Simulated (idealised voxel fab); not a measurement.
Proc. module: voxel gate over fins
The width of the displayed cross-section, cut, is 145 nm; its cells are square, with a size of 5 nm.
Cross-section layout: square cells on a grid; listed as bands, top to bottom; a band spans one or more cell rows.
Look at the band entry: it leads with the top's height and the bottom's height in nm. Then it lists the materials left to right, with a width in nm for each. The word "edge to edge" on a single material says that material fills the band edge to edge. The word "air" is empty space.
It should be noted that heights are counted from 0, beneath which the wafer as supplied is of one material throughout, and that the lowest band possesses no lower boundary but continues downward, as written in "0 -> down".
It should be noted that a width expressed as "30->40" varies in equal increments from row to row of cells within the band, taking the value of the first number at the top row and that of the second number at the bottom row.
No cell of the cross-section changed in a step that is given as "remained unchanged".
Listed in "Enclosed void listing": every empty space of 8 or more cells without an open way to the top. Form: width x height at distance, the distance being from the left edge, all in nm.
If you see something after the settings on a step's line, that's the simulator's own remark about that step.
A step's line can hold "overlay nm"; with a mask on that step, the setting says how far right of the planned place the mask lay, while a negative setting says it lay to the left.
Process steps - plan
1: RECEIVE,material Si
2: CONFORMAL_DEP,material SiN,thk nm 10
3: DIRECTIONAL_DEP,material aC,thk nm 10
4: PATTERN,tone cover,mask id FINS,material resist,width nm 15,pitch nm 35,thk nm 30,overlay nm 0
5: DIRECTIONAL_ETCH,etch materials aC,depth nm 10
6: STRIP,etch materials resist
7: DIRECTIONAL_ETCH,etch materials SiN,depth nm 10
8: DIRECTIONAL_ETCH,etch materials Si,depth nm 40
9: STRIP,etch materials aC
10: OXIDIZE,depth nm 5
11: FILL_DEP,material SiO2,thk nm 5
12: CMP,height nm 10
13: SELECTIVE_ETCH,etch materials SiO2,depth nm 25
14: STRIP,etch materials SiN
15: CONFORMAL_DEP,material HfO2,thk nm 5
16: CONFORMAL_DEP,material TiN,thk nm 5
17: CONFORMAL_DEP,material TiAl,thk nm 5
18: CONFORMAL_DEP,material TiN,thk nm 5
19: FILL_DEP,material W,thk nm 15
20: CMP,height nm 30
21: CONFORMAL_DEP,material SiCN,thk nm 5
Cross-section of the wafer upon arrival, representing the state reached after step 1
- 0 -> down: Si edge to edge
- Enclosed void listing: none
End-of-module cross-section. Starting structure and process plan as above; one mistake made in running it
- 35 -> 30: SiCN edge to edge
- 30 -> 20: W edge to edge
- 20 -> 15: W 30 nm, then TiN 80 nm, then W 35 nm
- 15 -> 10: TiN 35 nm, then TiAl 70 nm, then TiN 40 nm
- 10 -> 5: TiAl 40 nm, then TiN 25 nm, then TiAl 10 nm, then TiN 25 nm, then TiAl 45 nm
- 5 -> 0: TiN 45 nm, then HfO2 15 nm, then TiN 20 nm, then HfO2 15 nm, then TiN 50 nm
- 0 -> -5: HfO2 50 nm, then Si 5 nm, then HfO2 30 nm, then Si 5 nm, then HfO2 55 nm
- -5 -> -45: SiO2 50 nm, then Si 5 nm, then SiO2 30 nm, then Si 5 nm, then SiO2 55 nm
- -45 -> down: Si edge to edge
- Enclosed void listing: none
It is concluded that the wafer was processed incorrectly with respect to the plan, in that step 13: run off-plan, actual operation and settings SELECTIVE_ETCH,etch materials SiO2,depth nm 15
